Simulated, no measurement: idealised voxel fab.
Presented below is a process module, voxel ribs on slabs.
For reference, the cross-section in this document is cut, with width 265 nm and square cells of 5 nm.
A cross-section is a grid of square cells, given in bands from the top down. A band is one or more rows of cells.
What a band's entry tells you: where the top is and where the bottom is, as heights in nm, and after that what lies inside, material by material from left to right, each with its width in nm. Empty space is written as the word "blank", and a single material marked with the word "all across" occupies the band from edge to edge.
Height 0 is the level under which the wafer as received is all one material. The lowest band goes on downwards, as in "0 nm and below".
Read "30..40" as a graded width: first number on top, second number at the bottom, same change between each pair of neighbouring rows.
Any step labelled "everything unchanged" changed none of the cells in the cross-section.
What "Closed internal cavities" gives you is every empty space of 8 cells or more that is cut off from the top. Each appears as width x height at distance, with the distance taken from the left edge and width, height and distance all in nm.
Anything after a step's settings on that line? It's the simulator's own note about the step.
When a step includes a mask, the "overlay nm" setting on its line states how far to the right of its planned place that mask lay, and negative values state how far to the left.

Steps in the process plan
| 1 | RECEIVE,material Si |
| 2 | DIRECTIONAL_DEP,material SiO2,thk nm 20 |
| 3 | DIRECTIONAL_DEP,material SiN,thk nm 25 |
| 4 | PATTERN,tone cover,mask id RIB,material resist,width nm 15,thk nm 15,overlay nm 0 |
| 5 | DIRECTIONAL_ETCH,etch materials SiN,depth nm 15 |
| 6 | STRIP,etch materials resist |
| 7 | MASKED_ETCH,tone cover,mask id SLAB,width nm 65,etch materials SiN,depth nm 10,overlay nm 0 |
| 8 | FILL_DEP,material SiO2,thk nm 30 |
| 9 | CMP,height nm 65 |
| 10 | DIRECTIONAL_DEP,material W,thk nm 5 |
| 11 | DIRECTIONAL_DEP,material aC,thk nm 10 |
| 12 | PATTERN,tone cover,mask id HEATER,material resist,width nm 25,thk nm 25,overlay nm 0 |
| 13 | DIRECTIONAL_ETCH,etch materials aC,depth nm 10 |
| 14 | STRIP,etch materials resist |
| 15 | DIRECTIONAL_ETCH,etch materials W,depth nm 5 |
| 16 | STRIP,etch materials aC |
| 17 | CONFORMAL_DEP,material SiN,thk nm 10 |

Cross-section of the wafer at receipt, which is the condition after step 1
> 0 nm and below  Si all across
> Closed internal cavities: none

What the wafer looks like in cross-section after this module, when it starts as shown above and follows the plan above but one mistake is made in running it
> 80 nm to 75 nm  110 of blank | 45 of SiN | 110 of blank
> 75 nm to 70 nm  SiN all across
> 70 nm to 65 nm  120 of SiN | 25 of W | 120 of SiN
> 65 nm to 45 nm  SiO2 all across
> 45 nm to 30 nm  115 of SiO2 | 15 of SiN | 135 of SiO2
> 30 nm to 20 nm  100 of SiO2 | 65 of SiN | 100 of SiO2
> 20 nm to 0 nm  SiO2 all across
> 0 nm and below  Si all across
> Closed internal cavities: none
The mistake made against the process plan was this: step 4 did not happen as planned, as run it was PATTERN,tone cover,mask id RIB,material resist,width nm 15,thk nm 15,overlay nm -10
